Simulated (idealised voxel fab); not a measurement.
Process module name: voxel capacitor over wiring
This is section cut - it's 240 nm across, gridded in 5 nm square cells.
When this document writes out a cross-section, it uses a grid of square cells and lists it as bands, beginning at the top and moving down, with a band standing for one or more rows of cells.
Top height, bottom height, nm. Materials left to right, width each, nm. Single material + "edge to edge" = fills band edge to edge. "air" = empty.
Where do heights start? At 0: under that level the wafer as delivered is made of one material only. And the lowest band has no floor; it just carries on downward, as in "0 nm and below".
Note: "30 to 40" means the width goes from the first number (top row of the band) to the second number (bottom row) in equal steps per row of cells.
The cross-section has no changed cell in any step marked "remains unaltered".
"Fully closed voids": sealed empty spaces, 8 cells or more, no open way to top, listed width x height at distance, with distance from the left edge and width, height and distance in nm.
Text after the settings on a step's line: the simulator's own remark on that step.
overlay nm: where the mask lay relative to plan, measured to the right, on steps with a mask; negatives go left.

-- The process steps that were planned are listed below
| 1 | RECEIVE with material Si |
| 2 | CONFORMAL_DEP with material SiO2, thk nm 10 |
| 3 | CONFORMAL_DEP with material SiN, thk nm 5 |
| 4 | DIRECTIONAL_DEP with material SiO2, thk nm 15 |
| 5 | PATTERN with tone open, mask id METAL_1, material resist, width nm 30, pitch nm 80, thk nm 15, overlay nm 0 |
| 6 | DIRECTIONAL_ETCH with etch materials SiO2, depth nm 15 |
| 7 | DIRECTIONAL_ETCH with etch materials SiN, depth nm 5 |
| 8 | STRIP with etch materials resist |
| 9 | CONFORMAL_DEP with material TiN, thk nm 5 |
| 10 | FILL_DEP with material Cu, thk nm 5 |
| 11 | CMP with height nm 30 |
| 12 | EPI with material Ru, thk nm 5 |
| 13 | FILL_DEP with material SiCN, thk nm 5 |
| 14 | DIRECTIONAL_DEP with material SiO2, thk nm 15 |
| 15 | DIRECTIONAL_DEP with material aC, thk nm 15 |
| 16 | PATTERN with tone open, mask id PLUG_1, material resist, width nm 15, thk nm 30, overlay nm 0 |
| 17 | DIRECTIONAL_ETCH with etch materials aC, depth nm 15 |
| 18 | STRIP with etch materials resist |
| 19 | DIRECTIONAL_ETCH with etch materials SiO2, depth nm 15 |
| 20 | DIRECTIONAL_ETCH with etch materials SiCN, depth nm 5 |
| 21 | STRIP with etch materials aC |
| 22 | CONFORMAL_DEP with material TiN, thk nm 5 |
| 23 | FILL_DEP with material W, thk nm 10 |
| 24 | CMP with height nm 55 |
| 25 | DIRECTIONAL_DEP with material TiN, thk nm 10 |
| 26 | DIRECTIONAL_DEP with material Al2O3, thk nm 5 |
| 27 | DIRECTIONAL_DEP with material TiN, thk nm 5 |
| 28 | MASKED_ETCH with tone cover, mask id UPPER_PLATE, width nm 55, etch materials TiN, depth nm 5, overlay nm 0 |
| 29 | MASKED_ETCH with tone cover, mask id UPPER_PLATE, width nm 55, etch materials Al2O3, depth nm 5, overlay nm 0 |
| 30 | MASKED_ETCH with tone cover, mask id LOWER_PLATE, width nm 65, etch materials TiN, depth nm 10, overlay nm 0 |
| 31 | FILL_DEP with material SiO2, thk nm 20 |
| 32 | CMP with height nm 90 |
| 33 | DIRECTIONAL_DEP with material aC, thk nm 15 |
| 34 | PATTERN with tone open, mask id PLUG_2, material resist, width nm 15, thk nm 35, overlay nm 0 |
| 35 | DIRECTIONAL_ETCH with etch materials aC, depth nm 15 |
| 36 | STRIP with etch materials resist |
| 37 | DIRECTIONAL_ETCH with etch materials SiO2, depth nm 15 |
| 38 | STRIP with etch materials aC |
| 39 | CONFORMAL_DEP with material TiN, thk nm 5 |
| 40 | FILL_DEP with material Ru, thk nm 5 |
| 41 | CMP with height nm 90 |
| 42 | CONFORMAL_DEP with material SiN, thk nm 5 |

-- Cross-section of the wafer at receipt, which is the condition after step 1
  0 nm and below: Si edge to edge
  Fully closed voids: none

-- Cross-section: first of two wafers, module finished, run according to plan
  95 nm to 90 nm: SiN edge to edge
  90 nm to 80 nm: SiO2 90 nm, then TiN 5 nm, then Ru 5 nm, then TiN 5 nm, then SiO2 135 nm
  80 nm to 70 nm: SiO2 90 to 80 nm, then TiN 15 to 55 nm, then SiO2 135 to 105 nm
  70 nm to 65 nm: SiO2 80 nm, then Al2O3 55 nm, then SiO2 105 nm
  65 nm to 55 nm: SiO2 75 nm, then TiN 65 nm, then SiO2 100 nm
  55 nm to 40 nm: SiO2 80 nm, then TiN 5 nm, then W 5 nm, then TiN 5 nm, then SiO2 145 nm
  40 nm to 35 nm: SiCN 80 nm, then TiN 15 nm, then SiCN 145 nm
  35 nm to 30 nm: SiCN 60 nm, then Ru 40 nm, then SiCN 40 nm, then Ru 40 nm, then SiCN 60 nm
  30 nm to 15 nm: SiO2 65 nm, then TiN 5 nm, then Cu 20 nm, then TiN 5 nm, then SiO2 50 nm, then TiN 5 nm, then Cu 20 nm, then TiN 5 nm, then SiO2 65 nm
  15 nm to 10 nm: SiN 65 nm, then TiN 30 nm, then SiN 50 nm, then TiN 30 nm, then SiN 65 nm
  10 nm to 0 nm: SiO2 edge to edge
  0 nm and below: Si edge to edge
  Fully closed voids: none

-- The second wafer, shown in cross-section after the module: started the same way as the first and given the same plan, yet one mistake crept into how it was run
  95 nm to 90 nm: SiN edge to edge
  90 nm to 80 nm: SiO2 90 nm, then TiN 5 nm, then Ru 5 nm, then TiN 5 nm, then SiO2 135 nm
  80 nm to 70 nm: SiO2 90 to 80 nm, then TiN 15 to 55 nm, then SiO2 135 to 105 nm
  70 nm to 65 nm: SiO2 80 nm, then Al2O3 55 nm, then SiO2 105 nm
  65 nm to 55 nm: SiO2 75 nm, then TiN 65 nm, then SiO2 100 nm
  55 nm to 40 nm: SiO2 80 nm, then TiN 5 nm, then W 5 nm, then TiN 5 nm, then SiO2 145 nm
  40 nm to 35 nm: SiCN 80 nm, then TiN 15 nm, then SiCN 145 nm
  35 nm to 30 nm: SiCN 60 nm, then Ru 40 nm, then SiCN 40 nm, then Ru 40 nm, then SiCN 60 nm
  30 nm to 20 nm: SiO2 65 nm, then TiN 5 nm, then Cu 20 nm, then TiN 5 nm, then SiO2 50 nm, then TiN 5 nm, then Cu 20 nm, then TiN 5 nm, then SiO2 65 nm
  20 nm to 15 nm: SiO2 65 nm, then TiN 30 nm, then SiO2 50 nm, then TiN 30 nm, then SiO2 65 nm
  15 nm to 10 nm: W edge to edge
  10 nm to 0 nm: SiO2 edge to edge
  0 nm and below: Si edge to edge
  Fully closed voids: none
Want to know what went wrong? the process deviated at step 3: the operation and settings actually run there were CONFORMAL_DEP with material W, thk nm 5
The final cell counts differ between the wafers, with the second having more or fewer of some materials than the first: Cu: 8 fewer | SiN: 36 fewer | TiN: 4 fewer | W: 48 more
